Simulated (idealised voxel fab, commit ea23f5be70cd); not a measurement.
Process module in this document: voxel double patterning
Pictured: cross-section cut, 225 nm wide, on a grid of 5 nm square cells.
Heads up, the way a cross-section reads in here is a grid of square cells, handed over as bands from the top down, with every band being one or more rows of cells. Top height, bottom height, nm. Materials left to right, width each, nm. Single material + "throughout" = fills band edge to edge. "air" = empty. Convention: height 0 is the level below which the wafer, as received, is all one material. The lowest band does not terminate at the bottom but continues downward, represented as "from 0 down". You'd read "30->40" like this: the band's top row of cells is as wide as the first number, its bottom row is as wide as the second, and going down, every row changes width by the same amount as the row before did. Where a step carries "remained unchanged", the cross-section came out of it unchanged, cell for cell. "Unvented voids" lists enclosed empty spaces (at least 8 cells, no open path upward to the top), each as width x height at distance from the left edge, in nm. It should be noted that, on the line of a given step, the content following the step's settings is a remark produced by the simulator itself with respect to that step. If you see "overlay nm" on a step's line and that step has a mask, it's telling you how far right of where it was planned the mask ended up; a negative number means it went left instead.

[Steps planned for the process]
1 RECEIVE | material Si
2 CONFORMAL_DEP | material SiN | thk nm 5
3 DIRECTIONAL_DEP | material SiO2 | thk nm 15
4 DIRECTIONAL_DEP | material SiCN | thk nm 10
5 PATTERN | tone open | mask id FIRST | material resist | width nm 15 | pitch nm 50 | thk nm 15 | overlay nm 0
6 DIRECTIONAL_ETCH | etch materials SiCN | depth nm 10
7 STRIP | etch materials resist
8 MASKED_ETCH | tone open | mask id SECOND | width nm 15 | pitch nm 50 | etch materials SiCN | depth nm 10 | overlay nm 0
9 DIRECTIONAL_ETCH | etch materials SiO2 | depth nm 15
10 STRIP | etch materials SiCN

[first wafer, as planned]

[Cross-sectional view of the wafer in its as-received condition, corresponding to the state after step 1]
	from 0 down  Si throughout
	Unvented voids: none

[Cross-sectional representation of the wafer at the conclusion of step 2]
	from 5 to 0  SiN throughout
	Rest of section, below 0: as before.

[Cross-sectional representation of the wafer at the conclusion of step 3]
	from 20 to 5  SiO2 throughout
	Rest of section, below 5: as before.

[Cross-sectional representation of the wafer at the conclusion of step 4]
	from 30 to 20  SiCN throughout
	Rest of section, below 20: as before.

[Cross-sectional representation of the wafer at the conclusion of step 5]
	from 45 to 30  resist 55 nm, air 15 nm, resist 35 nm, air 15 nm, resist 35 nm, air 15 nm, resist 55 nm
	Rest of section, below 30: as before.

[Cross-sectional representation of the wafer at the conclusion of step 6]
	from 45 to 30  resist 55 nm, air 15 nm, resist 35 nm, air 15 nm, resist 35 nm, air 15 nm, resist 55 nm
	from 30 to 20  SiCN 55 nm, air 15 nm, SiCN 35 nm, air 15 nm, SiCN 35 nm, air 15 nm, SiCN 55 nm
	Rest of section, below 20: as before.

[Cross-sectional representation of the wafer at the conclusion of step 7]
	from 30 to 20  SiCN 55 nm, air 15 nm, SiCN 35 nm, air 15 nm, SiCN 35 nm, air 15 nm, SiCN 55 nm
	Rest of section, below 20: as before.

[Cross-sectional representation of the wafer at the conclusion of step 8]
	from 30 to 20  SiCN 55 nm, air 15 nm, SiCN 10 nm, air 15 nm, SiCN 10 nm, air 15 nm, SiCN 10 nm, air 15 nm, SiCN 10 nm, air 15 nm, SiCN 55 nm
	Rest of section, below 20: as before.

[Cross-sectional representation of the wafer at the conclusion of step 9]
	from 30 to 20  SiCN 55 nm, air 15 nm, SiCN 10 nm, air 15 nm, SiCN 10 nm, air 15 nm, SiCN 10 nm, air 15 nm, SiCN 10 nm, air 15 nm, SiCN 55 nm
	from 20 to 5  SiO2 55 nm, air 15 nm, SiO2 10 nm, air 15 nm, SiO2 10 nm, air 15 nm, SiO2 10 nm, air 15 nm, SiO2 10 nm, air 15 nm, SiO2 55 nm
	Rest of section, below 5: as before.

[Cross-sectional representation of the wafer at the conclusion of step 10]
	from 20 to 5  SiO2 55 nm, air 15 nm, SiO2 10 nm, air 15 nm, SiO2 10 nm, air 15 nm, SiO2 10 nm, air 15 nm, SiO2 10 nm, air 15 nm, SiO2 55 nm
	Rest of section, below 5: as before.

[Now the other wafer: same start, same recipe, but we messed up one thing when running it. Up to and including step 7 it's the same as the first one]

[Cross-section of the second wafer corresponding to the planned conclusion of step 8]
	from 30 to 20  air 80 nm, SiCN 15 nm, air 35 nm, SiCN 15 nm, air 80 nm
	Rest of section, below 20: as before.

[Cross-section of the second wafer corresponding to the planned conclusion of step 9]
	from 30 to 20  air 80 nm, SiCN 15 nm, air 35 nm, SiCN 15 nm, air 80 nm
	from 20 to 5  air 80 nm, SiO2 15 nm, air 35 nm, SiO2 15 nm, air 80 nm
	Rest of section, below 5: as before.

[Cross-section of the second wafer corresponding to the planned conclusion of step 10]
	from 20 to 5  air 80 nm, SiO2 15 nm, air 35 nm, SiO2 15 nm, air 80 nm
	Rest of section, below 5: as before.
Processing error: step 8 did not use the planned setting and instead ran as MASKED_ETCH | tone cover | mask id SECOND | width nm 15 | pitch nm 50 | etch materials SiCN | depth nm 10 | overlay nm 0
Final tally in cells, some materials are higher or lower on the second wafer than on the first: SiO2 -72
